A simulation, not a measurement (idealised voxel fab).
Process module, titled voxel double patterning
Each square cell in cross-section cut measures 5 nm, and the section as a whole is 235 nm wide.
Bands, listed from the top down, are how a cross-section gets written in this document; the cross-section itself is a grid of square cells, and a band is one or more rows of them.
What a band's entry tells you: where the top is and where the bottom is, as heights in nm, and after that what lies inside, material by material from left to right, each with its width in nm. Empty space is written as the word "air", and a single material marked with the word "edge to edge" occupies the band from edge to edge.
Heights are measured from 0, the level below which the as-received wafer is all one material; the lowest band has no bottom and continues downward, written as in "0 and below".
So if you see something like "30..40" for the width, read it as the top row of the band sitting at the first number and the bottom row at the second, with every row in between moving by the same amount as the last.
The designation "nothing altered", where it is given for a processing step, indicates that no cell of the cross-section was altered in the course of that step.
"Sealed void listing" lists enclosed empty spaces (at least 8 cells, no open path upward to the top), each as width x height at distance from the left edge, in nm.
Post-settings text on a step line: simulator's own remark regarding the step.
The line of a step may include "overlay nm". On a step with a mask, this value is how far to the right of its planned place the mask lay. A negative value means the mask lay to the left.
Intended process steps
| 1 | op RECEIVE | material Si |
| 2 | op CONFORMAL_DEP | material SiN | thk nm 10 |
| 3 | op DIRECTIONAL_DEP | material SiO2 | thk nm 20 |
| 4 | op DIRECTIONAL_DEP | material SiCN | thk nm 5 |
| 5 | op MASKED_ETCH | tone open | mask id FIRST | width nm 15 | pitch nm 50 | etch materials SiCN | depth nm 5 | overlay nm 0 |
| 6 | op DIRECTIONAL_DEP | material aC | thk nm 15 |
| 7 | op PATTERN | tone open | mask id SECOND | material resist | width nm 15 | pitch nm 50 | thk nm 35 | overlay nm 0 |
| 8 | op DIRECTIONAL_ETCH | etch materials aC | depth nm 15 |
| 9 | op STRIP | etch materials resist |
| 10 | op DIRECTIONAL_ETCH | etch materials SiCN | depth nm 5 |
| 11 | op STRIP | etch materials aC |
| 12 | op DIRECTIONAL_ETCH | etch materials SiO2 | depth nm 20 |
| 13 | op STRIP | etch materials SiCN |
On the first of the two wafers: run conducted according to plan
Shown in cross-section is the wafer as received, that is, as it stands after step 1
> 0 and below = Si edge to edge
> Sealed void listing: none
Wafer after step 2 (cross-section)
> 10 down to 0 = SiN edge to edge
> Below 0, the layers are the same as they were.
Wafer after step 3 (cross-section)
> 30 down to 10 = SiO2 edge to edge
> Below 10, the layers are the same as they were.
Wafer after step 4 (cross-section)
> 35 down to 30 = SiCN edge to edge
> Below 30, the layers are the same as they were.
Wafer after step 5 (cross-section)
> 35 down to 30 = 60 of SiCN / 15 of air / 35 of SiCN / 15 of air / 35 of SiCN / 15 of air / 60 of SiCN
> Below 30, the layers are the same as they were.
Wafer after step 6 (cross-section)
> 50 down to 45 = 60 of aC / 15 of air / 35 of aC / 15 of air / 35 of aC / 15 of air / 60 of aC
> 45 down to 35 = aC edge to edge
> 35 down to 30 = 60 of SiCN / 15 of aC / 35 of SiCN / 15 of aC / 35 of SiCN / 15 of aC / 60 of SiCN
> Below 30, the layers are the same as they were.
Wafer after step 7 (cross-section)
> 85 down to 50 = 85 of resist / 15 of air / 35 of resist / 15 of air / 85 of resist
> 50 down to 45 = 60 of aC / 15 of resist / 35 of aC / 15 of resist / 35 of aC / 15 of resist / 60 of aC
> Below 45, the layers are the same as they were.
Wafer after step 8 (cross-section)
> 70 down to 50 = 85 of resist / 15 of air / 35 of resist / 15 of air / 85 of resist
> 50 down to 45 = 60 of aC / 15 of resist / 10 of aC / 15 of air / 10 of aC / 15 of resist / 10 of aC / 15 of air / 10 of aC / 15 of resist / 60 of aC
> 45 down to 35 = 85 of aC / 15 of air / 35 of aC / 15 of air / 85 of aC
> Below 35, the layers are the same as they were.
Wafer after step 9 (cross-section)
> 50 down to 45 = 60 of aC / 15 of air / 10 of aC / 15 of air / 10 of aC / 15 of air / 10 of aC / 15 of air / 10 of aC / 15 of air / 60 of aC
> Below 45, the layers are the same as they were.
Wafer after step 10 (cross-section)
> 50 down to 45 = 60 of aC / 15 of air / 10 of aC / 15 of air / 10 of aC / 15 of air / 10 of aC / 15 of air / 10 of aC / 15 of air / 60 of aC
> 45 down to 35 = 85 of aC / 15 of air / 35 of aC / 15 of air / 85 of aC
> 35 down to 30 = 60 of SiCN / 15 of aC / 10 of SiCN / 15 of air / 10 of SiCN / 15 of aC / 10 of SiCN / 15 of air / 10 of SiCN / 15 of aC / 60 of SiCN
> Below 30, the layers are the same as they were.
Wafer after step 11 (cross-section)
> 35 down to 30 = 60 of SiCN / 15 of air / 10 of SiCN / 15 of air / 10 of SiCN / 15 of air / 10 of SiCN / 15 of air / 10 of SiCN / 15 of air / 60 of SiCN
> Below 30, the layers are the same as they were.
Wafer after step 12 (cross-section)
> 35 down to 30 = 60 of SiCN / 15 of air / 10 of SiCN / 15 of air / 10 of SiCN / 15 of air / 10 of SiCN / 15 of air / 10 of SiCN / 15 of air / 60 of SiCN
> 30 down to 10 = 60 of SiO2 / 15 of air / 10 of SiO2 / 15 of air / 10 of SiO2 / 15 of air / 10 of SiO2 / 15 of air / 10 of SiO2 / 15 of air / 60 of SiO2
> Below 10, the layers are the same as they were.
Wafer after step 13 (cross-section)
> 30 down to 10 = 60 of SiO2 / 15 of air / 10 of SiO2 / 15 of air / 10 of SiO2 / 15 of air / 10 of SiO2 / 15 of air / 10 of SiO2 / 15 of air / 60 of SiO2
> Below 10, the layers are the same as they were.
Second wafer: like start, like plan, one mistake. Through step 4 it matches the first wafer
Cross-sectional view of the second wafer at the intended end time of process step 5
> 35 down to 30 = 65 of SiCN / 15 of air / 35 of SiCN / 15 of air / 35 of SiCN / 15 of air / 55 of SiCN
> Below 30, the layers are the same as they were.
Cross-sectional view of the second wafer at the intended end time of process step 6
> 50 down to 45 = 65 of aC / 15 of air / 35 of aC / 15 of air / 35 of aC / 15 of air / 55 of aC
> 45 down to 35 = aC edge to edge
> 35 down to 30 = 65 of SiCN / 15 of aC / 35 of SiCN / 15 of aC / 35 of SiCN / 15 of aC / 55 of SiCN
> Below 30, the layers are the same as they were.
Cross-sectional view of the second wafer at the intended end time of process step 7
> 85 down to 50 = 85 of resist / 15 of air / 35 of resist / 15 of air / 85 of resist
> 50 down to 45 = 65 of aC / 15 of resist / 35 of aC / 15 of resist / 35 of aC / 15 of resist / 55 of aC
> Below 45, the layers are the same as they were.
Cross-sectional view of the second wafer at the intended end time of process step 8
> 70 down to 50 = 85 of resist / 15 of air / 35 of resist / 15 of air / 85 of resist
> 50 down to 45 = 65 of aC / 15 of resist / 5 of aC / 15 of air / 15 of aC / 15 of resist / 5 of aC / 15 of air / 15 of aC / 15 of resist / 55 of aC
> 45 down to 35 = 85 of aC / 15 of air / 35 of aC / 15 of air / 85 of aC
> Below 35, the layers are the same as they were.
Cross-sectional view of the second wafer at the intended end time of process step 9
> 50 down to 45 = 65 of aC / 15 of air / 5 of aC / 15 of air / 15 of aC / 15 of air / 5 of aC / 15 of air / 15 of aC / 15 of air / 55 of aC
> Below 45, the layers are the same as they were.
Cross-sectional view of the second wafer at the intended end time of process step 10
> 50 down to 45 = 65 of aC / 15 of air / 5 of aC / 15 of air / 15 of aC / 15 of air / 5 of aC / 15 of air / 15 of aC / 15 of air / 55 of aC
> 45 down to 35 = 85 of aC / 15 of air / 35 of aC / 15 of air / 85 of aC
> 35 down to 30 = 65 of SiCN / 15 of aC / 5 of SiCN / 15 of air / 15 of SiCN / 15 of aC / 5 of SiCN / 15 of air / 15 of SiCN / 15 of aC / 55 of SiCN
> Below 30, the layers are the same as they were.
Cross-sectional view of the second wafer at the intended end time of process step 11
> 35 down to 30 = 65 of SiCN / 15 of air / 5 of SiCN / 15 of air / 15 of SiCN / 15 of air / 5 of SiCN / 15 of air / 15 of SiCN / 15 of air / 55 of SiCN
> Below 30, the layers are the same as they were.
Cross-sectional view of the second wafer at the intended end time of process step 12
> 35 down to 30 = 65 of SiCN / 15 of air / 5 of SiCN / 15 of air / 15 of SiCN / 15 of air / 5 of SiCN / 15 of air / 15 of SiCN / 15 of air / 55 of SiCN
> 30 down to 10 = 65 of SiO2 / 15 of air / 5 of SiO2 / 15 of air / 15 of SiO2 / 15 of air / 5 of SiO2 / 15 of air / 15 of SiO2 / 15 of air / 55 of SiO2
> Below 10, the layers are the same as they were.
Cross-sectional view of the second wafer at the intended end time of process step 13
> 30 down to 10 = 65 of SiO2 / 15 of air / 5 of SiO2 / 15 of air / 15 of SiO2 / 15 of air / 5 of SiO2 / 15 of air / 15 of SiO2 / 15 of air / 55 of SiO2
> Below 10, the layers are the same as they were.
Deviation noted in wafer processing: for step 5, the planned setting was not used; the step was instead run as op MASKED_ETCH | tone open | mask id FIRST | width nm 15 | pitch nm 50 | etch materials SiCN | depth nm 5 | overlay nm 5
Upon completion, the cell count for each material on the second wafer equals that on the first, whereas the spatial distribution of those cells differs.
